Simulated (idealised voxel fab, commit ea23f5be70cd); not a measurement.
process module | voxel transistor to metal
cross-section cut | 180 nm wide | cells 5 nm
A cross-section is a grid of square cells, given in bands from the top down. A band is one or more rows of cells.
Each band's line starts with the height of the band's top and of its bottom, in nm. Then come its materials from left to right, each with its width in nm. One material with "throughout" fills the band from edge to edge. "air" is empty space.
Height 0 is the level under which the wafer as received is all one material. The lowest band goes on downwards, as in "0 down".
A width such as "30 to 40" changes by the same amount from each row of cells to the next, from the band's top row to its bottom row.
"no change" after a step means that no cell of the cross-section changed.
closed voids: empty space of 8 cells or more with no open way to the top, each as width x height at its distance from the left edge, in nm
after a step's settings: what the simulator itself notes on the step
overlay nm, on a step with a mask: how far to the right of its planned place the mask lay; to the left if negative
plan
1 op RECEIVE | material Si
2 op CONFORMAL_DEP | material SiO2 | thk nm 5
3 op CONFORMAL_DEP | material SiN | thk nm 10
4 op DIRECTIONAL_DEP | material aC | thk nm 15
5 op PATTERN | tone cover | mask id ACTIVE | material resist | width nm 120 | thk nm 30 | overlay nm 0
6 op DIRECTIONAL_ETCH | etch materials aC | depth nm 15
7 op STRIP | etch materials resist
8 op DIRECTIONAL_ETCH | etch materials SiN | depth nm 10
9 op DIRECTIONAL_ETCH | etch materials SiO2 | depth nm 5
10 op DIRECTIONAL_ETCH | etch materials Si | depth nm 25
11 op STRIP | etch materials aC
12 op FILL_DEP | material SiO2 | thk nm 10
13 op CMP | height nm 15
14 op SELECTIVE_ETCH | etch materials SiO2 | depth nm 10
15 op STRIP | etch materials SiN
16 op SELECTIVE_ETCH | etch materials SiO2 | depth nm 5
17 op OXIDIZE | depth nm 5
18 op DIRECTIONAL_DEP | material polySi | thk nm 25
19 op DIRECTIONAL_DEP | material SiCN | thk nm 15
20 op DIRECTIONAL_DEP | material aC | thk nm 15
21 op PATTERN | tone cover | mask id GATE | material resist | width nm 30 | thk nm 30 | overlay nm 0
22 op DIRECTIONAL_ETCH | etch materials aC | depth nm 15
23 op STRIP | etch materials resist
24 op DIRECTIONAL_ETCH | etch materials SiCN | depth nm 25
25 op DIRECTIONAL_ETCH | etch materials polySi | depth nm 35
26 op STRIP | etch materials aC
27 op CONFORMAL_DEP | material SiO2 | thk nm 5
28 op DIRECTIONAL_ETCH | etch materials SiO2 | depth nm 5
29 op CONFORMAL_DEP | material SiN | thk nm 5
30 op DIRECTIONAL_ETCH | etch materials SiN | depth nm 5
31 op DIRECTIONAL_ETCH | etch materials SiO2 | depth nm 5
32 op EPI | material SiGe | thk nm 5
33 op FILL_DEP | material SiO2 | thk nm 5
34 op CMP | height nm 25
35 op STRIP | etch materials polySi
36 op SELECTIVE_ETCH | etch materials SiO2 | depth nm 5
37 op CONFORMAL_DEP | material HfO2 | thk nm 5
38 op CONFORMAL_DEP | material TiN | thk nm 5
39 op FILL_DEP | material W | thk nm 10
40 op CMP | height nm 20
41 op DIRECTIONAL_DEP | material SiO2 | thk nm 15
42 op PATTERN | tone open | mask id CONTACT | material resist | width nm 20 | pitch nm 80 | thk nm 15 | overlay nm 0
43 op DIRECTIONAL_ETCH | etch materials SiO2 | depth nm 35
44 op STRIP | etch materials resist
45 op CONFORMAL_DEP | material TiN | thk nm 5
46 op FILL_DEP | material W | thk nm 5
47 op CMP | height nm 35
48 op CONFORMAL_DEP | material SiN | thk nm 5
49 op DIRECTIONAL_DEP | material lowk | thk nm 20
50 op DIRECTIONAL_DEP | material aC | thk nm 15
51 op PATTERN | tone open | mask id METAL_1 | material resist | width nm 20 | pitch nm 80 | thk nm 30 | overlay nm 0
52 op DIRECTIONAL_ETCH | etch materials aC | depth nm 15
53 op STRIP | etch materials resist
54 op DIRECTIONAL_ETCH | etch materials lowk | depth nm 20
55 op DIRECTIONAL_ETCH | etch materials SiN | depth nm 5
56 op STRIP | etch materials aC
57 op CONFORMAL_DEP | material TiN | thk nm 5
58 op FILL_DEP | material Ru | thk nm 5
59 op CMP | height nm 60
60 op EPI | material Ru | thk nm 5
61 op FILL_DEP | material SiCN | thk nm 5
62 op DIRECTIONAL_DEP | material lowk | thk nm 35
63 op MASKED_ETCH | tone open | mask id METAL_2_HOLES | width nm 15 | pitch nm 80 | etch materials lowk | depth nm 35 | overlay nm 0
64 op PATTERN | tone open | mask id METAL_2 | material resist | width nm 20 | pitch nm 80 | thk nm 15 | overlay nm 0
65 op DIRECTIONAL_ETCH | etch materials lowk | depth nm 20
66 op DIRECTIONAL_ETCH | etch materials SiCN | depth nm 5
67 op STRIP | etch materials resist
68 op CONFORMAL_DEP | material TiN | thk nm 5
69 op FILL_DEP | material Cu | thk nm 10
70 op CMP | height nm 105
71 op CONFORMAL_DEP | material SiCN | thk nm 5
first wafer, as planned
as received, after step 1
  0 down: Si throughout
  closed voids: none
after step 2
  5 to 0: SiO2 throughout
  below 0: unchanged
after step 3
  15 to 5: SiN throughout
  below 5: unchanged
after step 4
  30 to 15: aC throughout
  below 15: unchanged
after step 5
  60 to 30: air 30 | resist 120 | air 30
  below 30: unchanged
after step 6
  45 to 30: air 30 | resist 120 | air 30
  30 to 15: air 30 | aC 120 | air 30
  below 15: unchanged
after step 7
  30 to 15: air 30 | aC 120 | air 30
  below 15: unchanged
after step 8
  30 to 15: air 30 | aC 120 | air 30
  15 to 5: air 30 | SiN 120 | air 30
  below 5: unchanged
after step 9
  30 to 15: air 30 | aC 120 | air 30
  15 to 5: air 30 | SiN 120 | air 30
  5 to 0: air 30 | SiO2 120 | air 30
  below 0: unchanged
after step 10
  30 to 15: air 30 | aC 120 | air 30
  15 to 5: air 30 | SiN 120 | air 30
  5 to 0: air 30 | SiO2 120 | air 30
  0 to -25: air 30 | Si 120 | air 30
  below -25: unchanged
after step 11
  15 to 5: air 30 | SiN 120 | air 30
  below 5: unchanged
after step 12
  25 to 15: SiO2 throughout
  15 to 5: SiO2 30 | SiN 120 | SiO2 30
  5 to 0: SiO2 throughout
  0 to -25: SiO2 30 | Si 120 | SiO2 30
  below -25: unchanged
after step 13
  15 to 5: SiO2 30 | SiN 120 | SiO2 30
  below 5: unchanged
after step 14
  15 to 5: air 30 | SiN 120 | air 30
  below 5: unchanged
after step 15
  5 to 0: SiO2 throughout
  below 0: unchanged
after step 16
  0 to -25: SiO2 30 | Si 120 | SiO2 30
  below -25: unchanged
after step 17
  0 to -5: SiO2 throughout
  below -5: unchanged
after step 18
  25 to 0: polySi throughout
  below 0: unchanged
after step 19
  40 to 25: SiCN throughout
  below 25: unchanged
after step 20
  55 to 40: aC throughout
  below 40: unchanged
after step 21
  85 to 55: air 75 | resist 30 | air 75
  below 55: unchanged
after step 22
  70 to 55: air 75 | resist 30 | air 75
  55 to 40: air 75 | aC 30 | air 75
  below 40: unchanged
after step 23
  55 to 40: air 75 | aC 30 | air 75
  below 40: unchanged
after step 24
  55 to 40: air 75 | aC 30 | air 75
  40 to 25: air 75 | SiCN 30 | air 75
  below 25: unchanged
after step 25
  55 to 40: air 75 | aC 30 | air 75
  40 to 25: air 75 | SiCN 30 | air 75
  25 to 0: air 75 | polySi 30 | air 75
  below 0: unchanged
after step 26
  40 to 25: air 75 | SiCN 30 | air 75
  below 25: unchanged
after step 27
  45 to 40: air 70 | SiO2 40 | air 70
  40 to 25: air 70 | SiO2 5 | SiCN 30 | SiO2 5 | air 70
  25 to 5: air 70 | SiO2 5 | polySi 30 | SiO2 5 | air 70
  5 to 0: SiO2 75 | polySi 30 | SiO2 75
  below 0: unchanged
after step 28
  40 to 25: air 70 | SiO2 5 | SiCN 30 | SiO2 5 | air 70
  25 to 0: air 70 | SiO2 5 | polySi 30 | SiO2 5 | air 70
  below 0: unchanged
after step 29
  45 to 40: air 65 | SiN 50 | air 65
  40 to 25: air 65 | SiN 5 | SiO2 5 | SiCN 30 | SiO2 5 | SiN 5 | air 65
  25 to 5: air 65 | SiN 5 | SiO2 5 | polySi 30 | SiO2 5 | SiN 5 | air 65
  5 to 0: SiN 70 | SiO2 5 | polySi 30 | SiO2 5 | SiN 70
  below 0: unchanged
after step 30
  40 to 25: air 65 | SiN 5 | SiO2 5 | SiCN 30 | SiO2 5 | SiN 5 | air 65
  25 to 0: air 65 | SiN 5 | SiO2 5 | polySi 30 | SiO2 5 | SiN 5 | air 65
  below 0: unchanged
after step 31
  40 to 35: air 65 | SiN 5 | air 5 | SiCN 30 | air 5 | SiN 5 | air 65
  35 to 25: air 65 | SiN 5 | SiO2 5 | SiCN 30 | SiO2 5 | SiN 5 | air 65
  25 to 0: air 65 | SiN 5 | SiO2 5 | polySi 30 | SiO2 5 | SiN 5 | air 65
  0 to -5: air 65 | SiO2 50 | air 65
  below -5: unchanged
after step 32
  40 to 35: air 65 | SiN 5 | air 5 | SiCN 30 | air 5 | SiN 5 | air 65
  35 to 25: air 65 | SiN 5 | SiO2 5 | SiCN 30 | SiO2 5 | SiN 5 | air 65
  25 to 0: air 65 | SiN 5 | SiO2 5 | polySi 30 | SiO2 5 | SiN 5 | air 65
  0 to -5: air 25 | SiGe 40 | SiO2 50 | SiGe 40 | air 25
  below -5: unchanged
after step 33
  45 to 40: SiO2 throughout
  40 to 25: SiO2 65 | SiN 5 | SiO2 5 | SiCN 30 | SiO2 5 | SiN 5 | SiO2 65
  25 to 0: SiO2 65 | SiN 5 | SiO2 5 | polySi 30 | SiO2 5 | SiN 5 | SiO2 65
  0 to -5: SiO2 25 | SiGe 40 | SiO2 50 | SiGe 40 | SiO2 25
  below -5: unchanged
after step 34
  25 to 0: SiO2 65 | SiN 5 | SiO2 5 | polySi 30 | SiO2 5 | SiN 5 | SiO2 65
  below 0: unchanged
after step 35
  25 to 0: SiO2 65 | SiN 5 | SiO2 5 | air 30 | SiO2 5 | SiN 5 | SiO2 65
  below 0: unchanged
after step 36
  25 to 20: air 65 | SiN 5 | air 40 | SiN 5 | air 65
  20 to 0: SiO2 65 | SiN 5 | air 40 | SiN 5 | SiO2 65
  0 to -5: SiO2 25 | SiGe 40 | SiO2 5 | air 40 | SiO2 5 | SiGe 40 | SiO2 25
  below -5: unchanged
after step 37
  30 to 25: air 60 | HfO2 15 | air 30 | HfO2 15 | air 60
  25 to 20: HfO2 65 | SiN 5 | HfO2 5 | air 30 | HfO2 5 | SiN 5 | HfO2 65
  20 to 0: SiO2 65 | SiN 5 | HfO2 5 | air 30 | HfO2 5 | SiN 5 | SiO2 65
  0 to -5: SiO2 25 | SiGe 40 | SiO2 5 | HfO2 40 | SiO2 5 | SiGe 40 | SiO2 25
  below -5: unchanged
after step 38
  35 to 30: air 55 | TiN 25 | air 20 | TiN 25 | air 55
  30 to 25: TiN 60 | HfO2 15 | TiN 5 | air 20 | TiN 5 | HfO2 15 | TiN 60
  25 to 20: HfO2 65 | SiN 5 | HfO2 5 | TiN 5 | air 20 | TiN 5 | HfO2 5 | SiN 5 | HfO2 65
  20 to 5: SiO2 65 | SiN 5 | HfO2 5 | TiN 5 | air 20 | TiN 5 | HfO2 5 | SiN 5 | SiO2 65
  5 to 0: SiO2 65 | SiN 5 | HfO2 5 | TiN 30 | HfO2 5 | SiN 5 | SiO2 65
  below 0: unchanged
after step 39
  45 to 35: W throughout
  35 to 30: W 55 | TiN 25 | W 20 | TiN 25 | W 55
  30 to 25: TiN 60 | HfO2 15 | TiN 5 | W 20 | TiN 5 | HfO2 15 | TiN 60
  25 to 20: HfO2 65 | SiN 5 | HfO2 5 | TiN 5 | W 20 | TiN 5 | HfO2 5 | SiN 5 | HfO2 65
  20 to 5: SiO2 65 | SiN 5 | HfO2 5 | TiN 5 | W 20 | TiN 5 | HfO2 5 | SiN 5 | SiO2 65
  below 5: unchanged
after step 40
  20 to 5: SiO2 65 | SiN 5 | HfO2 5 | TiN 5 | W 20 | TiN 5 | HfO2 5 | SiN 5 | SiO2 65
  below 5: unchanged
after step 41
  35 to 20: SiO2 throughout
  below 20: unchanged
after step 42
  50 to 35: resist 40 | air 20 | resist 60 | air 20 | resist 40
  below 35: unchanged
after step 43
  50 to 35: resist 40 | air 20 | resist 60 | air 20 | resist 40
  35 to 20: SiO2 40 | air 20 | SiO2 60 | air 20 | SiO2 40
  20 to 5: SiO2 40 | air 20 | SiO2 5 | SiN 5 | HfO2 5 | TiN 5 | W 20 | TiN 5 | HfO2 5 | SiN 5 | SiO2 5 | air 20 | SiO2 40
  5 to 0: SiO2 40 | air 20 | SiO2 5 | SiN 5 | HfO2 5 | TiN 30 | HfO2 5 | SiN 5 | SiO2 5 | air 20 | SiO2 40
  below 0: unchanged
after step 44
  35 to 20: SiO2 40 | air 20 | SiO2 60 | air 20 | SiO2 40
  below 20: unchanged
after step 45
  40 to 35: TiN 45 | air 10 | TiN 70 | air 10 | TiN 45
  35 to 20: SiO2 40 | TiN 5 | air 10 | TiN 5 | SiO2 60 | TiN 5 | air 10 | TiN 5 | SiO2 40
  20 to 5: SiO2 40 | TiN 5 | air 10 | TiN 5 | SiO2 5 | SiN 5 | HfO2 5 | TiN 5 | W 20 | TiN 5 | HfO2 5 | SiN 5 | SiO2 5 | TiN 5 | air 10 | TiN 5 | SiO2 40
  5 to 0: SiO2 40 | TiN 20 | SiO2 5 | SiN 5 | HfO2 5 | TiN 30 | HfO2 5 | SiN 5 | SiO2 5 | TiN 20 | SiO2 40
  below 0: unchanged
after step 46
  45 to 40: W throughout
  40 to 35: TiN 45 | W 10 | TiN 70 | W 10 | TiN 45
  35 to 20: SiO2 40 | TiN 5 | W 10 | TiN 5 | SiO2 60 | TiN 5 | W 10 | TiN 5 | SiO2 40
  20 to 5: SiO2 40 | TiN 5 | W 10 | TiN 5 | SiO2 5 | SiN 5 | HfO2 5 | TiN 5 | W 20 | TiN 5 | HfO2 5 | SiN 5 | SiO2 5 | TiN 5 | W 10 | TiN 5 | SiO2 40
  below 5: unchanged
after step 47
  35 to 20: SiO2 40 | TiN 5 | W 10 | TiN 5 | SiO2 60 | TiN 5 | W 10 | TiN 5 | SiO2 40
  below 20: unchanged
after step 48
  40 to 35: SiN throughout
  below 35: unchanged
after step 49
  60 to 40: lowk throughout
  below 40: unchanged
after step 50
  75 to 60: aC throughout
  below 60: unchanged
after step 51
  105 to 75: resist 40 | air 20 | resist 60 | air 20 | resist 40
  below 75: unchanged
after step 52
  90 to 75: resist 40 | air 20 | resist 60 | air 20 | resist 40
  75 to 60: aC 40 | air 20 | aC 60 | air 20 | aC 40
  below 60: unchanged
after step 53
  75 to 60: aC 40 | air 20 | aC 60 | air 20 | aC 40
  below 60: unchanged
after step 54
  75 to 60: aC 40 | air 20 | aC 60 | air 20 | aC 40
  60 to 40: lowk 40 | air 20 | lowk 60 | air 20 | lowk 40
  below 40: unchanged
after step 55
  75 to 60: aC 40 | air 20 | aC 60 | air 20 | aC 40
  60 to 40: lowk 40 | air 20 | lowk 60 | air 20 | lowk 40
  40 to 35: SiN 40 | air 20 | SiN 60 | air 20 | SiN 40
  below 35: unchanged
after step 56
  60 to 40: lowk 40 | air 20 | lowk 60 | air 20 | lowk 40
  below 40: unchanged
after step 57
  65 to 60: TiN 45 | air 10 | TiN 70 | air 10 | TiN 45
  60 to 40: lowk 40 | TiN 5 | air 10 | TiN 5 | lowk 60 | TiN 5 | air 10 | TiN 5 | lowk 40
  40 to 35: SiN 40 | TiN 20 | SiN 60 | TiN 20 | SiN 40
  below 35: unchanged
after step 58
  70 to 65: Ru throughout
  65 to 60: TiN 45 | Ru 10 | TiN 70 | Ru 10 | TiN 45
  60 to 40: lowk 40 | TiN 5 | Ru 10 | TiN 5 | lowk 60 | TiN 5 | Ru 10 | TiN 5 | lowk 40
  below 40: unchanged
after step 59
  60 to 40: lowk 40 | TiN 5 | Ru 10 | TiN 5 | lowk 60 | TiN 5 | Ru 10 | TiN 5 | lowk 40
  below 40: unchanged
after step 60
  65 to 60: air 35 | Ru 30 | air 50 | Ru 30 | air 35
  below 60: unchanged
after step 61
  70 to 65: SiCN throughout
  65 to 60: SiCN 35 | Ru 30 | SiCN 50 | Ru 30 | SiCN 35
  below 60: unchanged
after step 62
  105 to 70: lowk throughout
  below 70: unchanged
after step 63
  105 to 70: lowk 40 | air 15 | lowk 65 | air 15 | lowk 45
  below 70: unchanged
after step 64
  120 to 105: resist 40 | air 20 | resist 60 | air 20 | resist 40
  below 105: unchanged
after step 65
  120 to 105: resist 40 | air 20 | resist 60 | air 20 | resist 40
  105 to 85: lowk 40 | air 20 | lowk 60 | air 20 | lowk 40
  below 85: unchanged
after step 66
  120 to 105: resist 40 | air 20 | resist 60 | air 20 | resist 40
  105 to 85: lowk 40 | air 20 | lowk 60 | air 20 | lowk 40
  85 to 70: lowk 40 | air 15 | lowk 65 | air 15 | lowk 45
  70 to 65: SiCN 40 | air 15 | SiCN 65 | air 15 | SiCN 45
  below 65: unchanged
after step 67
  105 to 85: lowk 40 | air 20 | lowk 60 | air 20 | lowk 40
  below 85: unchanged
after step 68
  110 to 105: TiN 45 | air 10 | TiN 70 | air 10 | TiN 45
  105 to 90: lowk 40 | TiN 5 | air 10 | TiN 5 | lowk 60 | TiN 5 | air 10 | TiN 5 | lowk 40
  90 to 85: lowk 40 | TiN 5 | air 5 | TiN 10 | lowk 60 | TiN 5 | air 5 | TiN 10 | lowk 40
  85 to 70: lowk 40 | TiN 5 | air 5 | TiN 5 | lowk 65 | TiN 5 | air 5 | TiN 5 | lowk 45
  70 to 65: SiCN 40 | TiN 15 | SiCN 65 | TiN 15 | SiCN 45
  below 65: unchanged
after step 69
  120 to 110: Cu throughout
  110 to 105: TiN 45 | Cu 10 | TiN 70 | Cu 10 | TiN 45
  105 to 90: lowk 40 | TiN 5 | Cu 10 | TiN 5 | lowk 60 | TiN 5 | Cu 10 | TiN 5 | lowk 40
  90 to 85: lowk 40 | TiN 5 | Cu 5 | TiN 10 | lowk 60 | TiN 5 | Cu 5 | TiN 10 | lowk 40
  85 to 70: lowk 40 | TiN 5 | Cu 5 | TiN 5 | lowk 65 | TiN 5 | Cu 5 | TiN 5 | lowk 45
  below 70: unchanged
after step 70
  105 to 90: lowk 40 | TiN 5 | Cu 10 | TiN 5 | lowk 60 | TiN 5 | Cu 10 | TiN 5 | lowk 40
  below 90: unchanged
after step 71
  110 to 105: SiCN throughout
  below 105: unchanged
second wafer: like start, like plan, one mistake. Through step 20 it matches the first wafer
when step 21 should have ended
  85 to 55: air 70 | resist 40 | air 70
  below 55: unchanged
when step 22 should have ended
  70 to 55: air 70 | resist 40 | air 70
  55 to 40: air 70 | aC 40 | air 70
  below 40: unchanged
when step 23 should have ended
  55 to 40: air 70 | aC 40 | air 70
  below 40: unchanged
when step 24 should have ended
  55 to 40: air 70 | aC 40 | air 70
  40 to 25: air 70 | SiCN 40 | air 70
  below 25: unchanged
when step 25 should have ended
  55 to 40: air 70 | aC 40 | air 70
  40 to 25: air 70 | SiCN 40 | air 70
  25 to 0: air 70 | polySi 40 | air 70
  below 0: unchanged
when step 26 should have ended
  40 to 25: air 70 | SiCN 40 | air 70
  below 25: unchanged
when step 27 should have ended
  45 to 40: air 65 | SiO2 50 | air 65
  40 to 25: air 65 | SiO2 5 | SiCN 40 | SiO2 5 | air 65
  25 to 5: air 65 | SiO2 5 | polySi 40 | SiO2 5 | air 65
  5 to 0: SiO2 70 | polySi 40 | SiO2 70
  below 0: unchanged
when step 28 should have ended
  40 to 25: air 65 | SiO2 5 | SiCN 40 | SiO2 5 | air 65
  25 to 0: air 65 | SiO2 5 | polySi 40 | SiO2 5 | air 65
  below 0: unchanged
when step 29 should have ended
  45 to 40: air 60 | SiN 60 | air 60
  40 to 25: air 60 | SiN 5 | SiO2 5 | SiCN 40 | SiO2 5 | SiN 5 | air 60
  25 to 5: air 60 | SiN 5 | SiO2 5 | polySi 40 | SiO2 5 | SiN 5 | air 60
  5 to 0: SiN 65 | SiO2 5 | polySi 40 | SiO2 5 | SiN 65
  below 0: unchanged
when step 30 should have ended
  40 to 25: air 60 | SiN 5 | SiO2 5 | SiCN 40 | SiO2 5 | SiN 5 | air 60
  25 to 0: air 60 | SiN 5 | SiO2 5 | polySi 40 | SiO2 5 | SiN 5 | air 60
  below 0: unchanged
when step 31 should have ended
  40 to 35: air 60 | SiN 5 | air 5 | SiCN 40 | air 5 | SiN 5 | air 60
  35 to 25: air 60 | SiN 5 | SiO2 5 | SiCN 40 | SiO2 5 | SiN 5 | air 60
  25 to 0: air 60 | SiN 5 | SiO2 5 | polySi 40 | SiO2 5 | SiN 5 | air 60
  0 to -5: air 60 | SiO2 60 | air 60
  below -5: unchanged
when step 32 should have ended
  40 to 35: air 60 | SiN 5 | air 5 | SiCN 40 | air 5 | SiN 5 | air 60
  35 to 25: air 60 | SiN 5 | SiO2 5 | SiCN 40 | SiO2 5 | SiN 5 | air 60
  25 to 0: air 60 | SiN 5 | SiO2 5 | polySi 40 | SiO2 5 | SiN 5 | air 60
  0 to -5: air 25 | SiGe 35 | SiO2 60 | SiGe 35 | air 25
  below -5: unchanged
when step 33 should have ended
  45 to 40: SiO2 throughout
  40 to 25: SiO2 60 | SiN 5 | SiO2 5 | SiCN 40 | SiO2 5 | SiN 5 | SiO2 60
  25 to 0: SiO2 60 | SiN 5 | SiO2 5 | polySi 40 | SiO2 5 | SiN 5 | SiO2 60
  0 to -5: SiO2 25 | SiGe 35 | SiO2 60 | SiGe 35 | SiO2 25
  below -5: unchanged
when step 34 should have ended
  25 to 0: SiO2 60 | SiN 5 | SiO2 5 | polySi 40 | SiO2 5 | SiN 5 | SiO2 60
  below 0: unchanged
when step 35 should have ended
  25 to 0: SiO2 60 | SiN 5 | SiO2 5 | air 40 | SiO2 5 | SiN 5 | SiO2 60
  below 0: unchanged
when step 36 should have ended
  25 to 20: air 60 | SiN 5 | air 50 | SiN 5 | air 60
  20 to 0: SiO2 60 | SiN 5 | air 50 | SiN 5 | SiO2 60
  0 to -5: SiO2 25 | SiGe 35 | SiO2 5 | air 50 | SiO2 5 | SiGe 35 | SiO2 25
  below -5: unchanged
when step 37 should have ended
  30 to 25: air 55 | HfO2 15 | air 40 | HfO2 15 | air 55
  25 to 20: HfO2 60 | SiN 5 | HfO2 5 | air 40 | HfO2 5 | SiN 5 | HfO2 60
  20 to 0: SiO2 60 | SiN 5 | HfO2 5 | air 40 | HfO2 5 | SiN 5 | SiO2 60
  0 to -5: SiO2 25 | SiGe 35 | SiO2 5 | HfO2 50 | SiO2 5 | SiGe 35 | SiO2 25
  below -5: unchanged
when step 38 should have ended
  35 to 30: air 50 | TiN 25 | air 30 | TiN 25 | air 50
  30 to 25: TiN 55 | HfO2 15 | TiN 5 | air 30 | TiN 5 | HfO2 15 | TiN 55
  25 to 20: HfO2 60 | SiN 5 | HfO2 5 | TiN 5 | air 30 | TiN 5 | HfO2 5 | SiN 5 | HfO2 60
  20 to 5: SiO2 60 | SiN 5 | HfO2 5 | TiN 5 | air 30 | TiN 5 | HfO2 5 | SiN 5 | SiO2 60
  5 to 0: SiO2 60 | SiN 5 | HfO2 5 | TiN 40 | HfO2 5 | SiN 5 | SiO2 60
  below 0: unchanged
when step 39 should have ended
  45 to 35: W throughout
  35 to 30: W 50 | TiN 25 | W 30 | TiN 25 | W 50
  30 to 25: TiN 55 | HfO2 15 | TiN 5 | W 30 | TiN 5 | HfO2 15 | TiN 55
  25 to 20: HfO2 60 | SiN 5 | HfO2 5 | TiN 5 | W 30 | TiN 5 | HfO2 5 | SiN 5 | HfO2 60
  20 to 5: SiO2 60 | SiN 5 | HfO2 5 | TiN 5 | W 30 | TiN 5 | HfO2 5 | SiN 5 | SiO2 60
  below 5: unchanged
when step 40 should have ended
  20 to 5: SiO2 60 | SiN 5 | HfO2 5 | TiN 5 | W 30 | TiN 5 | HfO2 5 | SiN 5 | SiO2 60
  below 5: unchanged
when step 41 should have ended
  35 to 20: SiO2 throughout
  below 20: unchanged
when step 42 should have ended
  50 to 35: resist 40 | air 20 | resist 60 | air 20 | resist 40
  below 35: unchanged
when step 43 should have ended
  50 to 35: resist 40 | air 20 | resist 60 | air 20 | resist 40
  35 to 20: SiO2 40 | air 20 | SiO2 60 | air 20 | SiO2 40
  20 to 5: SiO2 40 | air 20 | SiN 5 | HfO2 5 | TiN 5 | W 30 | TiN 5 | HfO2 5 | SiN 5 | air 20 | SiO2 40
  5 to 0: SiO2 40 | air 20 | SiN 5 | HfO2 5 | TiN 40 | HfO2 5 | SiN 5 | air 20 | SiO2 40
  below 0: unchanged
when step 44 should have ended
  35 to 20: SiO2 40 | air 20 | SiO2 60 | air 20 | SiO2 40
  below 20: unchanged
when step 45 should have ended
  40 to 35: TiN 45 | air 10 | TiN 70 | air 10 | TiN 45
  35 to 20: SiO2 40 | TiN 5 | air 10 | TiN 5 | SiO2 60 | TiN 5 | air 10 | TiN 5 | SiO2 40
  20 to 5: SiO2 40 | TiN 5 | air 10 | TiN 5 | SiN 5 | HfO2 5 | TiN 5 | W 30 | TiN 5 | HfO2 5 | SiN 5 | TiN 5 | air 10 | TiN 5 | SiO2 40
  5 to 0: SiO2 40 | TiN 20 | SiN 5 | HfO2 5 | TiN 40 | HfO2 5 | SiN 5 | TiN 20 | SiO2 40
  below 0: unchanged
when step 46 should have ended
  45 to 40: W throughout
  40 to 35: TiN 45 | W 10 | TiN 70 | W 10 | TiN 45
  35 to 20: SiO2 40 | TiN 5 | W 10 | TiN 5 | SiO2 60 | TiN 5 | W 10 | TiN 5 | SiO2 40
  20 to 5: SiO2 40 | TiN 5 | W 10 | TiN 5 | SiN 5 | HfO2 5 | TiN 5 | W 30 | TiN 5 | HfO2 5 | SiN 5 | TiN 5 | W 10 | TiN 5 | SiO2 40
  below 5: unchanged
when step 47 should have ended
  35 to 20: SiO2 40 | TiN 5 | W 10 | TiN 5 | SiO2 60 | TiN 5 | W 10 | TiN 5 | SiO2 40
  below 20: unchanged
when step 48 should have ended
  40 to 35: SiN throughout
  below 35: unchanged
when step 49 should have ended
  60 to 40: lowk throughout
  below 40: unchanged
when step 50 should have ended
  75 to 60: aC throughout
  below 60: unchanged
when step 51 should have ended
  105 to 75: resist 40 | air 20 | resist 60 | air 20 | resist 40
  below 75: unchanged
when step 52 should have ended
  90 to 75: resist 40 | air 20 | resist 60 | air 20 | resist 40
  75 to 60: aC 40 | air 20 | aC 60 | air 20 | aC 40
  below 60: unchanged
when step 53 should have ended
  75 to 60: aC 40 | air 20 | aC 60 | air 20 | aC 40
  below 60: unchanged
when step 54 should have ended
  75 to 60: aC 40 | air 20 | aC 60 | air 20 | aC 40
  60 to 40: lowk 40 | air 20 | lowk 60 | air 20 | lowk 40
  below 40: unchanged
when step 55 should have ended
  75 to 60: aC 40 | air 20 | aC 60 | air 20 | aC 40
  60 to 40: lowk 40 | air 20 | lowk 60 | air 20 | lowk 40
  40 to 35: SiN 40 | air 20 | SiN 60 | air 20 | SiN 40
  below 35: unchanged
when step 56 should have ended
  60 to 40: lowk 40 | air 20 | lowk 60 | air 20 | lowk 40
  below 40: unchanged
when step 57 should have ended
  65 to 60: TiN 45 | air 10 | TiN 70 | air 10 | TiN 45
  60 to 40: lowk 40 | TiN 5 | air 10 | TiN 5 | lowk 60 | TiN 5 | air 10 | TiN 5 | lowk 40
  40 to 35: SiN 40 | TiN 20 | SiN 60 | TiN 20 | SiN 40
  below 35: unchanged
when step 58 should have ended
  70 to 65: Ru throughout
  65 to 60: TiN 45 | Ru 10 | TiN 70 | Ru 10 | TiN 45
  60 to 40: lowk 40 | TiN 5 | Ru 10 | TiN 5 | lowk 60 | TiN 5 | Ru 10 | TiN 5 | lowk 40
  below 40: unchanged
when step 59 should have ended
  60 to 40: lowk 40 | TiN 5 | Ru 10 | TiN 5 | lowk 60 | TiN 5 | Ru 10 | TiN 5 | lowk 40
  below 40: unchanged
when step 60 should have ended
  65 to 60: air 35 | Ru 30 | air 50 | Ru 30 | air 35
  below 60: unchanged
when step 61 should have ended
  70 to 65: SiCN throughout
  65 to 60: SiCN 35 | Ru 30 | SiCN 50 | Ru 30 | SiCN 35
  below 60: unchanged
when step 62 should have ended
  105 to 70: lowk throughout
  below 70: unchanged
when step 63 should have ended
  105 to 70: lowk 40 | air 15 | lowk 65 | air 15 | lowk 45
  below 70: unchanged
when step 64 should have ended
  120 to 105: resist 40 | air 20 | resist 60 | air 20 | resist 40
  below 105: unchanged
when step 65 should have ended
  120 to 105: resist 40 | air 20 | resist 60 | air 20 | resist 40
  105 to 85: lowk 40 | air 20 | lowk 60 | air 20 | lowk 40
  below 85: unchanged
when step 66 should have ended
  120 to 105: resist 40 | air 20 | resist 60 | air 20 | resist 40
  105 to 85: lowk 40 | air 20 | lowk 60 | air 20 | lowk 40
  85 to 70: lowk 40 | air 15 | lowk 65 | air 15 | lowk 45
  70 to 65: SiCN 40 | air 15 | SiCN 65 | air 15 | SiCN 45
  below 65: unchanged
when step 67 should have ended
  105 to 85: lowk 40 | air 20 | lowk 60 | air 20 | lowk 40
  below 85: unchanged
when step 68 should have ended
  110 to 105: TiN 45 | air 10 | TiN 70 | air 10 | TiN 45
  105 to 90: lowk 40 | TiN 5 | air 10 | TiN 5 | lowk 60 | TiN 5 | air 10 | TiN 5 | lowk 40
  90 to 85: lowk 40 | TiN 5 | air 5 | TiN 10 | lowk 60 | TiN 5 | air 5 | TiN 10 | lowk 40
  85 to 70: lowk 40 | TiN 5 | air 5 | TiN 5 | lowk 65 | TiN 5 | air 5 | TiN 5 | lowk 45
  70 to 65: SiCN 40 | TiN 15 | SiCN 65 | TiN 15 | SiCN 45
  below 65: unchanged
when step 69 should have ended
  120 to 110: Cu throughout
  110 to 105: TiN 45 | Cu 10 | TiN 70 | Cu 10 | TiN 45
  105 to 90: lowk 40 | TiN 5 | Cu 10 | TiN 5 | lowk 60 | TiN 5 | Cu 10 | TiN 5 | lowk 40
  90 to 85: lowk 40 | TiN 5 | Cu 5 | TiN 10 | lowk 60 | TiN 5 | Cu 5 | TiN 10 | lowk 40
  85 to 70: lowk 40 | TiN 5 | Cu 5 | TiN 5 | lowk 65 | TiN 5 | Cu 5 | TiN 5 | lowk 45
  below 70: unchanged
when step 70 should have ended
  105 to 90: lowk 40 | TiN 5 | Cu 10 | TiN 5 | lowk 60 | TiN 5 | Cu 10 | TiN 5 | lowk 40
  below 90: unchanged
when step 71 should have ended
  110 to 105: SiCN throughout
  below 105: unchanged
what went wrong: step 21 ran as: op PATTERN | tone cover | mask id GATE | material resist | width nm 40 | thk nm 30 | overlay nm 0
at the end the second wafer has, in cells: 2 more of HfO2 | 2 fewer of SiGe | 8 fewer of SiO2 | 2 more of TiN | 6 more of W
